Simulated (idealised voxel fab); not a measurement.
Documented hereafter: the process module known as voxel self aligned contacts.
Section shown: cut. Width: 235 nm. Cell size: 5 nm, square.
Just so we're on the same page, the cross-sections are grids of square cells, and they're listed out in bands top to bottom, each band one or more rows deep. Heights first: top, then bottom, in nm. Then materials, left to right, each with a width in nm. "everywhere" on a single material: fills the band edge to edge. "blank": empty space. Ref level 0: as-received wafer is one material below here. Bottom band extends down with no lower bound ("0 nm and below"). A width given as "30 to 40" starts at the first number in the band's top row and ends at the second number in its bottom row, shifting by an equal amount at every step from row to row. A step reported as "nothing changed" is a step in which no cell of the cross-section changed. "Trapped cavities" enumerates empty spaces isolated from the top, with no open way to it, that contain at least 8 cells, giving each as width x height at distance from the left edge, all three in nm. Past the settings on a step's line: simulator remark, on that step. overlay nm: where the mask lay relative to plan, measured to the right, on steps with a mask; negatives go left.
[Steps planned for the process]
1. op RECEIVE | material Si
2. op CONFORMAL_DEP | material SiO2 | thk nm 5
3. op DIRECTIONAL_DEP | material polySi | thk nm 25
4. op DIRECTIONAL_DEP | material SiN | thk nm 20
5. op DIRECTIONAL_DEP | material aC | thk nm 10
6. op PATTERN | tone cover | mask id GATE | material resist | width nm 35 | pitch nm 60 | thk nm 30 | overlay nm 0
7. op DIRECTIONAL_ETCH | etch materials aC | depth nm 10
8. op STRIP | etch materials resist
9. op DIRECTIONAL_ETCH | etch materials SiN | depth nm 20
10. op DIRECTIONAL_ETCH | etch materials polySi | depth nm 25
11. op STRIP | etch materials aC
12. op CONFORMAL_DEP | material SiN | thk nm 5
13. op DIRECTIONAL_ETCH | etch materials SiN | depth nm 5
14. op FILL_DEP | material SiO2 | thk nm 15
15. op CMP | height nm 55
16. op DIRECTIONAL_DEP | material aC | thk nm 15
17. op PATTERN | tone open | mask id CONTACT | material resist | width nm 45 | pitch nm 60 | thk nm 35 | overlay nm 0
18. op DIRECTIONAL_ETCH | etch materials aC | depth nm 15
19. op STRIP | etch materials resist
20. op DIRECTIONAL_ETCH | etch materials SiO2 | depth nm 55
21. op STRIP | etch materials aC
22. op CONFORMAL_DEP | material TiN | thk nm 5
23. op FILL_DEP | material W | thk nm 10
24. op CMP | height nm 55
25. op CONFORMAL_DEP | material SiN | thk nm 5
[So this is the incoming wafer in cross-section - it's already been through step 1]
	0 nm and below: Si everywhere
	Trapped cavities: none
[Module complete, cross-section. Starting point and plan per above. One mistake made in running the module]
	60 nm to 55 nm: SiN everywhere
	55 nm to 50 nm: SiO2=65; TiN=20; W=5; TiN=20; SiO2=15; TiN=20; W=5; TiN=20; SiO2=65
	50 nm to 30 nm: SiO2=35; SiN=45; TiN=5; W=5; TiN=5; SiN=45; TiN=5; W=5; TiN=5; SiN=45; SiO2=35
	30 nm to 25 nm: SiO2=80; TiN=15; SiO2=45; TiN=15; SiO2=80
	25 nm to 0 nm: polySi everywhere
	0 nm and below: Si everywhere
	Trapped cavities: none
Run error: plan vs actual: 2 and 3 interchanged
